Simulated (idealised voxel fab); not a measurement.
The process module that follows is named voxel tone inversion.
FYI the section here is cut, 165 nm wide, cells are 5 nm squares.
A cross-section is written here as square cells arranged in a grid, and it is given in bands from the top down, each band taking up one or more rows of cells. In this notation a band is specified by the heights of its top and bottom, in that order and in nm, after which its materials appear from left to right, each paired with its width in nm. The word "edge to edge" attached to a single material means that material fills the band from edge to edge; the word "empty" stands for empty space. Height datum 0, below which the as-received substrate wafer is one material. Lowest band open at the bottom, running downward: "0 nm and below". The width entry "30 to 40" should be interpreted row by row: the top row of cells in the band takes the first number, the bottom row takes the second number, and the change between adjacent rows is uniform throughout. "stayed the same", as given for a step, is the statement that not any cell of the cross-section underwent a change during that step. If an empty space has no open way to the top and is at least 8 cells in size, "Sealed void inventory" lists it, written width x height at distance, where distance is measured from the left edge and every value is in nm. If you see something after the settings on a step's line, that's the simulator's own remark about that step. overlay nm: mask right of planned place by this much (step with mask). Neg. = left.

# Process steps - plan
| 1 | RECEIVE (material Si) |
| 2 | CONFORMAL_DEP (material SiCN; thk nm 10) |
| 3 | DIRECTIONAL_DEP (material aC; thk nm 15) |
| 4 | PATTERN (tone cover; mask id POSTS; material resist; width nm 15; pitch nm 40; thk nm 25; overlay nm 0) |
| 5 | DIRECTIONAL_ETCH (etch materials aC; depth nm 15) |
| 6 | STRIP (etch materials resist) |
| 7 | FILL_DEP (material lowk; thk nm 10) |
| 8 | CMP (height nm 25) |
| 9 | STRIP (etch materials aC) |
For clarity, it should be stated that the wafers under discussion commence in an identical condition and differ with respect to the width nm of step 4, the plan indicating the value that the first wafer had.

# As-received state after step 1, first of several wafers, cross-section
    0 nm and below | Si edge to edge
    Sealed void inventory: none

# The first of several wafers, seen in cross-section after the module's last step, step 9
    25 nm to 10 nm | lowk: 55  empty: 15  lowk: 25  empty: 15  lowk: 55
    10 nm to 0 nm | SiCN edge to edge
    0 nm and below | Si edge to edge
    Sealed void inventory: none

# The module's end: a cross-section of the last wafer
    25 nm to 10 nm | lowk: 50  empty: 25  lowk: 15  empty: 25  lowk: 50
    10 nm to 0 nm | SiCN edge to edge
    0 nm and below | Si edge to edge
    Sealed void inventory: none

# Tabulated below, wafer by wafer, are the end-of-module results: for each material, the number of cells gained (+) or lost (-) relative to the as-received state, followed by the closed voids
width nm 15, +66 SiCN, +81 lowk, Sealed void inventory: none
width nm 20, +66 SiCN, +75 lowk, Sealed void inventory: none
width nm 25, +66 SiCN, +69 lowk, Sealed void inventory: none
